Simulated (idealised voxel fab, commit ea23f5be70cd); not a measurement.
Process module in this document: voxel fin reveal
The width of the displayed cross-section, cut, is 200 nm; its cells are square, with a size of 5 nm.
Cross-section = grid of square cells, listed top down in bands; band = one or more rows. In this notation a band is specified by the heights of its top and bottom, in that order and in nm, after which its materials appear from left to right, each paired with its width in nm. The word "everywhere" attached to a single material means that material fills the band from edge to edge; the word "empty" stands for empty space. Heights from 0 (as-received wafer is one material below). Bottom band endless downward, as "0 -> down". It should be noted that a width expressed as "30 to 40" varies in equal increments from row to row of cells within the band, taking the value of the first number at the top row and that of the second number at the bottom row. What does "stayed the same" mean for a step? It means no cell of the cross-section changed in that step. "Closed empty spaces" - sealed voids, min. 8 cells, no opening to top; format: width x height at distance (distance from left edge; nm throughout). Formally, on a step line, whatever follows the settings is a remark that the simulator itself makes on the step. You can add "overlay nm" to a step's line. For a step with a mask, it describes how far the mask lay to the right of its planned position, and a negative number describes a lay to the left.
### plan
- 1: RECEIVE | material Si
- 2: CONFORMAL_DEP | material SiN | thk nm 5
- 3: MASKED_ETCH | tone cover | mask id FINS | width nm 15 | pitch nm 40 | etch materials SiN | depth nm 5 | overlay nm 0
- 4: MASKED_ETCH | tone cover | mask id FINS | width nm 15 | pitch nm 40 | etch materials Si | depth nm 40 | overlay nm 0
- 5: OXIDIZE | depth nm 5
- 6: FILL_DEP | material SiO2 | thk nm 5
- 7: CMP | height nm 5
- 8: SELECTIVE_ETCH | etch materials SiO2 | depth nm 20
- 9: STRIP | etch materials SiN
### Here's what the wafer looked like in cross-section when it arrived - that's after step 1
* 0 -> down | Si everywhere
* Closed empty spaces: none
### The following cross-section depicts the wafer upon conclusion of the module. Processing commenced from the starting condition illustrated above and adhered to the plan illustrated above, save for one mistake in execution
* 0 -> -15 | 55 nm empty; 10 nm Si; 30 nm empty; 10 nm Si; 30 nm empty; 10 nm Si; 55 nm empty
* -15 -> -45 | 55 nm SiO2; 10 nm Si; 30 nm SiO2; 10 nm Si; 30 nm SiO2; 10 nm Si; 55 nm SiO2
* -45 -> down | Si everywhere
* Closed empty spaces: none
Short version of what went wrong: step 3 deviated from plan and actually ran as MASKED_ETCH | tone cover | mask id FINS | width nm 20 | pitch nm 40 | etch materials SiN | depth nm 5 | overlay nm 0
